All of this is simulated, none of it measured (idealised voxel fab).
Herein follows the process module entitled voxel gate over fins.
This is section cut - it's 240 nm across, gridded in 5 nm square cells.
Cross-section = grid of square cells, listed top down in bands; band = one or more rows. The band entry comprises the height of the band's top followed by the height of its bottom, expressed in nm, and subsequently the band's materials from left to right, each stated together with its width in nm. Where a single material is marked with the word "edge to edge", that material fills the band from edge to edge. The word "air" represents empty space. Where do heights start? At 0: under that level the wafer as delivered is made of one material only. And the lowest band has no floor; it just carries on downward, as in "0 and below". Width spec "30->40" -> top row of cells at first value, bottom row at second value, equal per-row change in between. Reading "everything unchanged" for a step: not a cell of the cross-section changed in it. Reported under the label "Enclosed internal voids" are the empty spaces having no open way to the top and comprising 8 cells or more; the notation for each is width x height at distance, in which the distance is measured from the left edge and all three values are in nm. If you see something after the settings on a step's line, that's the simulator's own remark about that step. For masked steps, "overlay nm" on the step line gives how far right of plan the mask actually lay; a minus sign means it lay to the left.

## Planned step list for the process
1) op RECEIVE | material Si
2) op CONFORMAL_DEP | material SiN | thk nm 10
3) op MASKED_ETCH | tone cover | mask id FINS | width nm 15 | pitch nm 60 | etch materials SiN | depth nm 10 | overlay nm 0
4) op MASKED_ETCH | tone cover | mask id FINS | width nm 15 | pitch nm 60 | etch materials Si | depth nm 40 | overlay nm 0
5) op FILL_DEP | material SiO2 | thk nm 15
6) op CMP | height nm 10
7) op PATTERN | tone open | mask id RAIL | material resist | width nm 15 | thk nm 15 | overlay nm 0
8) op DIRECTIONAL_ETCH | etch materials SiO2 | depth nm 45
9) op STRIP | etch materials resist
10) op CONFORMAL_DEP | material TiN | thk nm 5
11) op FILL_DEP | material W | thk nm 5
12) op CMP | height nm 10
13) op SELECTIVE_ETCH | etch materials W Ru TiN | depth nm 30
14) op FILL_DEP | material SiO2 | thk nm 5
15) op CMP | height nm 10
16) op SELECTIVE_ETCH | etch materials SiO2 | depth nm 25
17) op STRIP | etch materials SiN
18) op CONFORMAL_DEP | material HfO2 | thk nm 5
19) op CONFORMAL_DEP | material TiN | thk nm 5
20) op FILL_DEP | material W | thk nm 10
21) op CMP | height nm 15
22) op CONFORMAL_DEP | material SiN | thk nm 10

## Cross-section of the wafer at receipt, which is the condition after step 1
- 0 and below: Si edge to edge
- Enclosed internal voids: none

## The following cross-section depicts the wafer upon conclusion of the module. Processing commenced from the starting condition illustrated above and adhered to the plan illustrated above, save for one mistake in execution
- 25 down to 15: SiN edge to edge
- 15 down to 10: W edge to edge
- 10 down to 5: W=70 | TiN=35 | W=25 | TiN=35 | W=75
- 5 down to 0: W=70 | TiN=5 | HfO2=25 | TiN=5 | W=25 | TiN=5 | HfO2=25 | TiN=5 | W=75
- 0 down to -10: W=70 | TiN=5 | HfO2=5 | Si=15 | HfO2=5 | TiN=5 | W=25 | TiN=5 | HfO2=5 | Si=15 | HfO2=5 | TiN=5 | W=75
- -10 down to -15: W=70 | TiN=5 | HfO2=5 | Si=15 | HfO2=5 | TiN=35 | HfO2=5 | Si=15 | HfO2=5 | TiN=5 | W=75
- -15 down to -20: W=70 | TiN=5 | HfO2=5 | Si=15 | HfO2=5 | TiN=5 | HfO2=25 | TiN=5 | HfO2=5 | Si=15 | HfO2=5 | TiN=5 | W=75
- -20 down to -30: W=70 | TiN=5 | HfO2=5 | Si=15 | HfO2=5 | TiN=5 | HfO2=5 | TiN=5 | W=5 | TiN=5 | HfO2=5 | TiN=5 | HfO2=5 | Si=15 | HfO2=5 | TiN=5 | W=75
- -30 down to -35: TiN=75 | HfO2=5 | Si=15 | HfO2=5 | TiN=5 | HfO2=5 | TiN=15 | HfO2=5 | TiN=5 | HfO2=5 | Si=15 | HfO2=5 | TiN=80
- -35 down to -40: HfO2=80 | Si=15 | HfO2=20 | SiO2=5 | HfO2=20 | Si=15 | HfO2=85
- -40 and below: Si edge to edge
- Enclosed internal voids: none
What went wrong in running the wafer? the plan's step 16 ran twice
